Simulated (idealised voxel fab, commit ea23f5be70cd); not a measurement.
process module | voxel self aligned contacts
cross-section cut | 275 nm wide | cells 5 nm
A cross-section is a grid of square cells, given in bands from the top down. A band is one or more rows of cells.
Each band's line starts with the height of the band's top and of its bottom, in nm. Then come its materials from left to right, each with its width in nm. One material with "throughout" fills the band from edge to edge. "air" is empty space.
Height 0 is the level under which the wafer as received is all one material. The lowest band goes on downwards, as in "0 down".
A width such as "30 to 40" changes by the same amount from each row of cells to the next, from the band's top row to its bottom row.
"no change" after a step means that no cell of the cross-section changed.
closed voids: empty space of 8 cells or more with no open way to the top, each as width x height at its distance from the left edge, in nm
after a step's settings: what the simulator itself notes on the step
overlay nm, on a step with a mask: how far to the right of its planned place the mask lay; to the left if negative
plan
1 op RECEIVE | material Si
2 op OXIDIZE | depth nm 5
3 op DIRECTIONAL_DEP | material polySi | thk nm 25
4 op DIRECTIONAL_DEP | material SiN | thk nm 25
5 op DIRECTIONAL_DEP | material aC | thk nm 15
6 op PATTERN | tone cover | mask id GATE | material resist | width nm 35 | pitch nm 80 | thk nm 30 | overlay nm 0
7 op DIRECTIONAL_ETCH | etch materials aC | depth nm 15
8 op STRIP | etch materials resist
9 op DIRECTIONAL_ETCH | etch materials SiN | depth nm 25
10 op DIRECTIONAL_ETCH | etch materials polySi | depth nm 25
11 op STRIP | etch materials aC
12 op CONFORMAL_DEP | material SiN | thk nm 10
13 op DIRECTIONAL_ETCH | etch materials SiN | depth nm 10
14 op FILL_DEP | material SiO2 | thk nm 20
15 op CMP | height nm 60
16 op DIRECTIONAL_DEP | material aC | thk nm 10
17 op PATTERN | tone open | mask id CONTACT | material resist | width nm 55 | pitch nm 80 | thk nm 25 | overlay nm -15
18 op DIRECTIONAL_ETCH | etch materials aC | depth nm 10
19 op STRIP | etch materials resist
20 op DIRECTIONAL_ETCH | etch materials SiO2 | depth nm 65
21 op STRIP | etch materials aC
22 op CONFORMAL_DEP | material TiN | thk nm 5
23 op FILL_DEP | material Ru | thk nm 10
24 op CMP | height nm 60
25 op CONFORMAL_DEP | material SiCN | thk nm 5
varied across the wafers: overlay nm of step 17. The plan shows the first wafer's value. All wafers start alike
first wafer as received, after step 1
  0 down: Si throughout
  closed voids: none
each wafer at the end: cells of each material gained (+) or lost (-) since it was received, then its closed voids
overlay nm -15 | +84 Ru | -55 Si | +55 SiCN | +225 SiN | +231 SiO2 | +70 TiN | +105 polySi | closed voids: none
overlay nm -10 | +84 Ru | -55 Si | +55 SiCN | +225 SiN | +231 SiO2 | +70 TiN | +105 polySi | closed voids: none
overlay nm -5 | +84 Ru | -55 Si | +55 SiCN | +225 SiN | +231 SiO2 | +70 TiN | +105 polySi | closed voids: none
overlay nm 0 | +84 Ru | -55 Si | +55 SiCN | +225 SiN | +231 SiO2 | +70 TiN | +105 polySi | closed voids: none
overlay nm 5 | +84 Ru | -55 Si | +55 SiCN | +225 SiN | +231 SiO2 | +70 TiN | +105 polySi | closed voids: none
overlay nm 10 | +84 Ru | -55 Si | +55 SiCN | +225 SiN | +231 SiO2 | +70 TiN | +105 polySi | closed voids: none
overlay nm 15 | +84 Ru | -55 Si | +55 SiCN | +225 SiN | +231 SiO2 | +70 TiN | +105 polySi | closed voids: none
